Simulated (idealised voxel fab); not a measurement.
The process module presented herein is designated voxel spacer lines.
We display cut, a cross-section 265 nm in width whose square cells are each 5 nm.
Throughout this document, each cross-section is represented as a grid of square cells and is presented as a sequence of bands enumerated from the top downward, where a band comprises one or more rows of cells.
The band entry comprises the height of the band's top followed by the height of its bottom, expressed in nm, and subsequently the band's materials from left to right, each stated together with its width in nm. Where a single material is marked with the word "edge to edge", that material fills the band from edge to edge. The word "blank" represents empty space.
Basically, 0 is our baseline, since under it the wafer straight out of the box is all one material. The bottom band has no lower end and keeps on going down, so it looks like "0 down".
A two-number width, for instance "30..40", indicates that the width is equal to the first number in the top row of the band and to the second number in the bottom row, and that it changes by a constant amount per row of cells.
"changes: none" means the step left every cell of the cross-section as it was.
Reported under the label "Sealed void inventory" are the empty spaces having no open way to the top and comprising 8 cells or more; the notation for each is width x height at distance, in which the distance is measured from the left edge and all three values are in nm.
On a step's line, text after the settings is the simulator commenting on that step.
A step line may carry the setting "overlay nm", which, for steps involving a mask, states the distance by which the mask lay to the right of its intended position; negative values denote displacement to the left.

This section lists the process steps that were planned:
1 RECEIVE | material Si
2 CONFORMAL_DEP | material Al2O3 | thk nm 5
3 DIRECTIONAL_DEP | material W | thk nm 20
4 DIRECTIONAL_DEP | material polySi | thk nm 25
5 PATTERN | tone cover | mask id MANDREL | material resist | width nm 25 | pitch nm 80 | thk nm 30 | overlay nm 0
6 DIRECTIONAL_ETCH | etch materials polySi | depth nm 25
7 STRIP | etch materials resist
8 CONFORMAL_DEP | material SiN | thk nm 15
9 DIRECTIONAL_ETCH | etch materials SiN | depth nm 15
10 STRIP | etch materials polySi
11 DIRECTIONAL_ETCH | etch materials W | depth nm 20
12 STRIP | etch materials SiN
13 FILL_DEP | material SiO2 | thk nm 5
14 CMP | height nm 25

Incoming wafer in cross-section (state: after step 1):
* 0 down | Si edge to edge
* Sealed void inventory: none

Figure: cross-sectional view of the wafer upon completion of the module, processed from the initial state and according to the plan depicted above, with one error introduced during execution:
* 25 to 20 | Al2O3 edge to edge
* 20 to 0 | W edge to edge
* 0 down | Si edge to edge
* Sealed void inventory: none
So what did we get wrong on this run? steps 2 and 3 swapped
